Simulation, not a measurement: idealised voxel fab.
Presented below is a process module, voxel released beams.
The cross-section shown here is cut; it is 275 nm wide and divided into square cells measuring 5 nm on a side.
In what follows, cross-sections appear as grids of square cells, described through bands that run from the top down, where every band is one or more rows of cells. Band: top height; bottom height; in nm. Then, left to right: material with width in nm, for each material. "full width": a single material spanning edge to edge. "air": empty space. Heights are reckoned from 0. Under this level, the received wafer is all of one material. The bottommost band is open-ended downward, for example "z 0 and below". It should be noted that a width expressed as "30 to 40" varies in equal increments from row to row of cells within the band, taking the value of the first number at the top row and that of the second number at the bottom row. "stayed the same" -> step changed no cross-section cell. "Completely sealed voids" specifies each empty space that is not open to the top and that occupies no fewer than 8 cells, using the form width x height at distance, the distance measured from the left edge and all three quantities in nm. What comes after the settings on a step's line is commentary from the simulator itself on that step. overlay nm: on a step with a mask, how far right of its planned place the mask lay; negative means left.

## The steps planned for the process are as follows
1: op RECEIVE | material Si
2: op CONFORMAL_DEP | material SiN | thk nm 10
3: op DIRECTIONAL_DEP | material SiO2 | thk nm 20
4: op DIRECTIONAL_DEP | material aC | thk nm 15
5: op PATTERN | tone open | mask id ANCHOR | material resist | width nm 30 | thk nm 35 | overlay nm 0
6: op DIRECTIONAL_ETCH | etch materials aC | depth nm 15
7: op STRIP | etch materials resist
8: op DIRECTIONAL_ETCH | etch materials SiO2 | depth nm 20
9: op STRIP | etch materials aC
10: op CONFORMAL_DEP | material TiN | thk nm 10
11: op PATTERN | tone cover | mask id BEAM | material resist | width nm 75 | thk nm 15 | overlay nm 0
12: op DIRECTIONAL_ETCH | etch materials TiN | depth nm 10
13: op STRIP | etch materials resist
14: op STRIP | etch materials SiO2

## Account of the first of two wafers, which was processed as intended

## So this is the incoming wafer in cross-section - it's already been through step 1
  z 0 and below | Si full width
  Completely sealed voids: none

## Wafer after step 2 (cross-section)
  z 10 to 0 | SiN full width
  Beneath the level 0, the cross-section is identical to its previous state.

## Wafer after step 3 (cross-section)
  z 30 to 10 | SiO2 full width
  Beneath the level 10, the cross-section is identical to its previous state.

## Wafer after step 4 (cross-section)
  z 45 to 30 | aC full width
  Beneath the level 30, the cross-section is identical to its previous state.

## Wafer after step 5 (cross-section)
  z 80 to 45 | 100 nm resist | 30 nm air | 145 nm resist
  Beneath the level 45, the cross-section is identical to its previous state.

## Wafer after step 6 (cross-section)
  z 65 to 45 | 100 nm resist | 30 nm air | 145 nm resist
  z 45 to 30 | 100 nm aC | 30 nm air | 145 nm aC
  Beneath the level 30, the cross-section is identical to its previous state.

## Wafer after step 7 (cross-section)
  z 45 to 30 | 100 nm aC | 30 nm air | 145 nm aC
  Beneath the level 30, the cross-section is identical to its previous state.

## Wafer after step 8 (cross-section)
  z 45 to 30 | 100 nm aC | 30 nm air | 145 nm aC
  z 30 to 10 | 100 nm SiO2 | 30 nm air | 145 nm SiO2
  Beneath the level 10, the cross-section is identical to its previous state.

## Wafer after step 9 (cross-section)
  z 30 to 10 | 100 nm SiO2 | 30 nm air | 145 nm SiO2
  Beneath the level 10, the cross-section is identical to its previous state.

## Wafer after step 10 (cross-section)
  z 40 to 30 | 110 nm TiN | 10 nm air | 155 nm TiN
  z 30 to 20 | 100 nm SiO2 | 10 nm TiN | 10 nm air | 10 nm TiN | 145 nm SiO2
  z 20 to 10 | 100 nm SiO2 | 30 nm TiN | 145 nm SiO2
  Beneath the level 10, the cross-section is identical to its previous state.

## Wafer after step 11 (cross-section)
  z 55 to 40 | 95 nm air | 75 nm resist | 105 nm air
  z 40 to 30 | 110 nm TiN | 10 nm resist | 155 nm TiN
  z 30 to 20 | 100 nm SiO2 | 10 nm TiN | 10 nm resist | 10 nm TiN | 145 nm SiO2
  Beneath the level 20, the cross-section is identical to its previous state.

## Wafer after step 12 (cross-section)
  z 55 to 40 | 95 nm air | 75 nm resist | 105 nm air
  z 40 to 30 | 95 nm air | 15 nm TiN | 10 nm resist | 50 nm TiN | 105 nm air
  Beneath the level 30, the cross-section is identical to its previous state.

## Wafer after step 13 (cross-section)
  z 40 to 30 | 95 nm air | 15 nm TiN | 10 nm air | 50 nm TiN | 105 nm air
  z 30 to 20 | 100 nm SiO2 | 10 nm TiN | 10 nm air | 10 nm TiN | 145 nm SiO2
  Beneath the level 20, the cross-section is identical to its previous state.

## Wafer after step 14 (cross-section)
  z 40 to 30 | 95 nm air | 15 nm TiN | 10 nm air | 50 nm TiN | 105 nm air
  z 30 to 20 | 100 nm air | 10 nm TiN | 10 nm air | 10 nm TiN | 145 nm air
  z 20 to 10 | 100 nm air | 30 nm TiN | 145 nm air
  Beneath the level 10, the cross-section is identical to its previous state.

## Here the second wafer is described. Its start and its plan were those of the first wafer. Its run contained one mistake. Up to and including step 4, it did exactly what the first wafer did

## Second wafer, section view, time point: scheduled end of step 5
  z 80 to 45 | 95 nm resist | 30 nm air | 150 nm resist
  Beneath the level 45, the cross-section is identical to its previous state.

## Second wafer, section view, time point: scheduled end of step 6
  z 65 to 45 | 95 nm resist | 30 nm air | 150 nm resist
  z 45 to 30 | 95 nm aC | 30 nm air | 150 nm aC
  Beneath the level 30, the cross-section is identical to its previous state.

## Second wafer, section view, time point: scheduled end of step 7
  z 45 to 30 | 95 nm aC | 30 nm air | 150 nm aC
  Beneath the level 30, the cross-section is identical to its previous state.

## Second wafer, section view, time point: scheduled end of step 8
  z 45 to 30 | 95 nm aC | 30 nm air | 150 nm aC
  z 30 to 10 | 95 nm SiO2 | 30 nm air | 150 nm SiO2
  Beneath the level 10, the cross-section is identical to its previous state.

## Second wafer, section view, time point: scheduled end of step 9
  z 30 to 10 | 95 nm SiO2 | 30 nm air | 150 nm SiO2
  Beneath the level 10, the cross-section is identical to its previous state.

## Second wafer, section view, time point: scheduled end of step 10
  z 40 to 30 | 105 nm TiN | 10 nm air | 160 nm TiN
  z 30 to 20 | 95 nm SiO2 | 10 nm TiN | 10 nm air | 10 nm TiN | 150 nm SiO2
  z 20 to 10 | 95 nm SiO2 | 30 nm TiN | 150 nm SiO2
  Beneath the level 10, the cross-section is identical to its previous state.

## Second wafer, section view, time point: scheduled end of step 11
  z 55 to 40 | 95 nm air | 75 nm resist | 105 nm air
  z 40 to 30 | 105 nm TiN | 10 nm resist | 160 nm TiN
  z 30 to 20 | 95 nm SiO2 | 10 nm TiN | 10 nm resist | 10 nm TiN | 150 nm SiO2
  Beneath the level 20, the cross-section is identical to its previous state.

## Second wafer, section view, time point: scheduled end of step 12
  z 55 to 40 | 95 nm air | 75 nm resist | 105 nm air
  z 40 to 30 | 95 nm air | 10 nm TiN | 10 nm resist | 55 nm TiN | 105 nm air
  Beneath the level 30, the cross-section is identical to its previous state.

## Second wafer, section view, time point: scheduled end of step 13
  z 40 to 30 | 95 nm air | 10 nm TiN | 10 nm air | 55 nm TiN | 105 nm air
  z 30 to 20 | 95 nm SiO2 | 10 nm TiN | 10 nm air | 10 nm TiN | 150 nm SiO2
  Beneath the level 20, the cross-section is identical to its previous state.

## Second wafer, section view, time point: scheduled end of step 14
  z 40 to 30 | 95 nm air | 10 nm TiN | 10 nm air | 55 nm TiN | 105 nm air
  z 30 to 20 | 95 nm air | 10 nm TiN | 10 nm air | 10 nm TiN | 150 nm air
  z 20 to 10 | 95 nm air | 30 nm TiN | 150 nm air
  Beneath the level 10, the cross-section is identical to its previous state.
Nonconformance to the process plan: contrary to plan, step 5 was performed as op PATTERN | tone open | mask id ANCHOR | material resist | width nm 30 | thk nm 35 | overlay nm -5
By the end, you'd get the same cell count for each material on either wafer, but the second wafer puts them somewhere else.
